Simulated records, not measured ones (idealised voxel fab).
Title: Process Module voxel spacer lines
Section cut is 165 nm wide and gridded with 5 nm square cells.
Cross-section, as written here: a square-cell grid given band by band from the top down, where a band holds one or more rows of cells. First you get the band's top height and its bottom height, in nm, and then the materials it's made of, left to right, with each width in nm. If you see a single material with "everywhere", that one covers the band edge to edge. "air" is empty space. Heights are measured from 0, the level below which the as-received wafer is all one material; the lowest band has no bottom and continues downward, written as in "0 -> down". The width entry "30 to 40" should be interpreted row by row: the top row of cells in the band takes the first number, the bottom row takes the second number, and the change between adjacent rows is uniform throughout. "no alteration" for a step: no cell of the cross-section changed in that step. Empty spaces without an open route to the top, at least 8 cells in extent, make up the entry "Enclosed empty spaces"; each is given as width x height at distance, where the distance is measured from the left edge, and all are in nm. On a step's line, text after the settings is the simulator commenting on that step. The line of a step may include "overlay nm". On a step with a mask, this value is how far to the right of its planned place the mask lay. A negative value means the mask lay to the left.

STEPS PLANNED FOR THE PROCESS
1 RECEIVE, material Si
2 CONFORMAL_DEP, material Al2O3, thk nm 5
3 DIRECTIONAL_DEP, material polySi, thk nm 20
4 DIRECTIONAL_DEP, material aC, thk nm 25
5 PATTERN, tone cover, mask id MANDREL, material resist, width nm 20, pitch nm 70, thk nm 35, overlay nm 0
6 DIRECTIONAL_ETCH, etch materials aC, depth nm 25
7 STRIP, etch materials resist
8 CONFORMAL_DEP, material SiO2, thk nm 15
9 DIRECTIONAL_ETCH, etch materials SiO2, depth nm 15
10 STRIP, etch materials aC
11 DIRECTIONAL_ETCH, etch materials polySi, depth nm 20
12 STRIP, etch materials SiO2

WHAT FOLLOWS COVERS THE FIRST OF TWO WAFERS; IT RAN AS PLANNED

HERE'S WHAT THE WAFER LOOKED LIKE IN CROSS-SECTION WHEN IT ARRIVED - THAT'S AFTER STEP 1
  0 -> down | Si everywhere
  Enclosed empty spaces: none

CROSS-SECTION THROUGH THE WAFER, STEP 2 FINISHED
  5 -> 0 | Al2O3 everywhere
  All layers under 0 are left as they were.

CROSS-SECTION THROUGH THE WAFER, STEP 3 FINISHED
  25 -> 5 | polySi everywhere
  All layers under 5 are left as they were.

CROSS-SECTION THROUGH THE WAFER, STEP 4 FINISHED
  50 -> 25 | aC everywhere
  All layers under 25 are left as they were.

CROSS-SECTION THROUGH THE WAFER, STEP 5 FINISHED
  85 -> 50 | 35 of air | 20 of resist | 50 of air | 20 of resist | 40 of air
  All layers under 50 are left as they were.

CROSS-SECTION THROUGH THE WAFER, STEP 6 FINISHED
  60 -> 50 | 35 of air | 20 of resist | 50 of air | 20 of resist | 40 of air
  50 -> 25 | 35 of air | 20 of aC | 50 of air | 20 of aC | 40 of air
  All layers under 25 are left as they were.

CROSS-SECTION THROUGH THE WAFER, STEP 7 FINISHED
  50 -> 25 | 35 of air | 20 of aC | 50 of air | 20 of aC | 40 of air
  All layers under 25 are left as they were.

CROSS-SECTION THROUGH THE WAFER, STEP 8 FINISHED
  65 -> 50 | 20 of air | 50 of SiO2 | 20 of air | 50 of SiO2 | 25 of air
  50 -> 40 | 20 of air | 15 of SiO2 | 20 of aC | 15 of SiO2 | 20 of air | 15 of SiO2 | 20 of aC | 15 of SiO2 | 25 of air
  40 -> 25 | 35 of SiO2 | 20 of aC | 50 of SiO2 | 20 of aC | 40 of SiO2
  All layers under 25 are left as they were.

CROSS-SECTION THROUGH THE WAFER, STEP 9 FINISHED
  50 -> 25 | 20 of air | 15 of SiO2 | 20 of aC | 15 of SiO2 | 20 of air | 15 of SiO2 | 20 of aC | 15 of SiO2 | 25 of air
  All layers under 25 are left as they were.

CROSS-SECTION THROUGH THE WAFER, STEP 10 FINISHED
  50 -> 25 | 20 of air | 15 of SiO2 | 20 of air | 15 of SiO2 | 20 of air | 15 of SiO2 | 20 of air | 15 of SiO2 | 25 of air
  All layers under 25 are left as they were.

CROSS-SECTION THROUGH THE WAFER, STEP 11 FINISHED
  50 -> 25 | 20 of air | 15 of SiO2 | 20 of air | 15 of SiO2 | 20 of air | 15 of SiO2 | 20 of air | 15 of SiO2 | 25 of air
  25 -> 5 | 20 of air | 15 of polySi | 20 of air | 15 of polySi | 20 of air | 15 of polySi | 20 of air | 15 of polySi | 25 of air
  All layers under 5 are left as they were.

CROSS-SECTION THROUGH THE WAFER, STEP 12 FINISHED
  25 -> 5 | 20 of air | 15 of polySi | 20 of air | 15 of polySi | 20 of air | 15 of polySi | 20 of air | 15 of polySi | 25 of air
  All layers under 5 are left as they were.

THE SECOND WAFER BEGAN EXACTLY AS THE FIRST DID AND FOLLOWED THE SAME PLAN, BUT ONE MISTAKE WAS MADE WHILE RUNNING IT; THROUGH STEP 1 INCLUSIVE, THE TWO WAFERS ARE IDENTICAL

SECOND WAFER, CUT VIEW, END OF STEP 2 PER PLAN
  20 -> 0 | polySi everywhere
  All layers under 0 are left as they were.

SECOND WAFER, CUT VIEW, END OF STEP 3 PER PLAN
  25 -> 20 | Al2O3 everywhere
  All layers under 20 are left as they were.

SECOND WAFER, CUT VIEW, END OF STEP 4 PER PLAN
  50 -> 25 | aC everywhere
  All layers under 25 are left as they were.

SECOND WAFER, CUT VIEW, END OF STEP 5 PER PLAN
  85 -> 50 | 35 of air | 20 of resist | 50 of air | 20 of resist | 40 of air
  All layers under 50 are left as they were.

SECOND WAFER, CUT VIEW, END OF STEP 6 PER PLAN
  60 -> 50 | 35 of air | 20 of resist | 50 of air | 20 of resist | 40 of air
  50 -> 25 | 35 of air | 20 of aC | 50 of air | 20 of aC | 40 of air
  All layers under 25 are left as they were.

SECOND WAFER, CUT VIEW, END OF STEP 7 PER PLAN
  50 -> 25 | 35 of air | 20 of aC | 50 of air | 20 of aC | 40 of air
  All layers under 25 are left as they were.

SECOND WAFER, CUT VIEW, END OF STEP 8 PER PLAN
  65 -> 50 | 20 of air | 50 of SiO2 | 20 of air | 50 of SiO2 | 25 of air
  50 -> 40 | 20 of air | 15 of SiO2 | 20 of aC | 15 of SiO2 | 20 of air | 15 of SiO2 | 20 of aC | 15 of SiO2 | 25 of air
  40 -> 25 | 35 of SiO2 | 20 of aC | 50 of SiO2 | 20 of aC | 40 of SiO2
  All layers under 25 are left as they were.

SECOND WAFER, CUT VIEW, END OF STEP 9 PER PLAN
  50 -> 25 | 20 of air | 15 of SiO2 | 20 of aC | 15 of SiO2 | 20 of air | 15 of SiO2 | 20 of aC | 15 of SiO2 | 25 of air
  All layers under 25 are left as they were.

SECOND WAFER, CUT VIEW, END OF STEP 10 PER PLAN
  50 -> 25 | 20 of air | 15 of SiO2 | 20 of air | 15 of SiO2 | 20 of air | 15 of SiO2 | 20 of air | 15 of SiO2 | 25 of air
  All layers under 25 are left as they were.

Second wafer, cut view, end of step 11 per plan: no alteration

SECOND WAFER, CUT VIEW, END OF STEP 12 PER PLAN
  25 -> 20 | Al2O3 everywhere
  All layers under 20 are left as they were.
Misprocessing identified: deviation from plan: step 3 and step 2 executed in one another's positions
Counted in cells at the end, the second wafer holds more or fewer of these materials than the first: +84 polySi
